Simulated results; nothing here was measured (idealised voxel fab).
process module | voxel air gaps
cross-section cut | 285 nm wide | cells 5 nm
A cross-section is a grid of square cells, given in bands from the top down. A band is one or more rows of cells.
Each band's line starts with the height of the band's top and of its bottom, in nm. Then come its materials from left to right, each with its width in nm. One material with "throughout" fills the band from edge to edge. "air" is empty space.
Height 0 is the level under which the wafer as received is all one material. The lowest band goes on downwards, as in "0 down".
A width such as "30 to 40" changes by the same amount from each row of cells to the next, from the band's top row to its bottom row.
"no change" after a step means that no cell of the cross-section changed.
closed voids: empty space of 8 cells or more with no open way to the top, each as width x height at its distance from the left edge, in nm
after a step's settings: what the simulator itself notes on the step
overlay nm, on a step with a mask: how far to the right of its planned place the mask lay; to the left if negative
plan
1 op RECEIVE | material Si
2 op CONFORMAL_DEP | material SiO2 | thk nm 15
3 op CONFORMAL_DEP | material SiN | thk nm 5
4 op DIRECTIONAL_DEP | material lowk | thk nm 30
5 op MASKED_ETCH | tone open | mask id LINES | width nm 20 | pitch nm 50 | etch materials lowk | depth nm 30 | overlay nm 0
6 op CONFORMAL_DEP | material TiN | thk nm 5
7 op FILL_DEP | material Cu | thk nm 10
8 op CMP | height nm 50
9 op EPI | material Ru | thk nm 10
10 op SELECTIVE_ETCH | etch materials lowk | depth nm 40
11 op CONFORMAL_DEP | material SiN | thk nm 5
as received, after step 1
  0 down: Si throughout
  closed voids: none
first wafer at the end, as planned
  65 to 60: air 40 | SiN 200 | air 45
  60 to 50: air 40 | SiN 5 | Ru 40 | SiN 10 | Ru 40 | SiN 10 | Ru 40 | SiN 10 | Ru 40 | SiN 5 | air 45
  50 to 45: air 40 | SiN 15 | TiN 5 | Cu 10 | TiN 5 | SiN 30 | TiN 5 | Cu 10 | TiN 5 | SiN 30 | TiN 5 | Cu 10 | TiN 5 | SiN 30 | TiN 5 | Cu 10 | TiN 5 | SiN 15 | air 45
  45 to 25: air 50 | SiN 5 | TiN 5 | Cu 10 | TiN 5 | SiN 5 | air 20 | SiN 5 | TiN 5 | Cu 10 | TiN 5 | SiN 5 | air 20 | SiN 5 | TiN 5 | Cu 10 | TiN 5 | SiN 5 | air 20 | SiN 5 | TiN 5 | Cu 10 | TiN 5 | SiN 5 | air 55
  25 to 20: SiN 55 | TiN 20 | SiN 30 | TiN 20 | SiN 30 | TiN 20 | SiN 30 | TiN 20 | SiN 60
  20 to 15: SiN throughout
  15 to 0: SiO2 throughout
  0 down: Si throughout
  closed voids: 20 x 20 at 80; 20 x 20 at 130; 20 x 20 at 180
second wafer at the end: like start, like plan, one mistake
  65 to 60: SiN throughout
  60 to 50: Ru throughout
  50 to 25: Cu 50 | TiN 5 | lowk 20 | TiN 5 | Cu 20 | TiN 5 | lowk 20 | TiN 5 | Cu 20 | TiN 5 | lowk 20 | TiN 5 | Cu 20 | TiN 5 | lowk 20 | TiN 5 | Cu 55
  25 to 20: TiN 55 | lowk 20 | TiN 30 | lowk 20 | TiN 30 | lowk 20 | TiN 30 | lowk 20 | TiN 60
  20 to 15: SiN throughout
  15 to 0: SiO2 throughout
  0 down: Si throughout
  closed voids: none
what went wrong: step 5 ran as: op MASKED_ETCH | tone cover | mask id LINES | width nm 20 | pitch nm 50 | etch materials lowk | depth nm 30 | overlay nm 0
at the end the second wafer has, in cells: 125 more of Cu | 50 more of Ru | 96 fewer of SiN | 25 more of TiN | 96 more of lowk
closed voids at the end (first wafer, second wafer): 3, 0
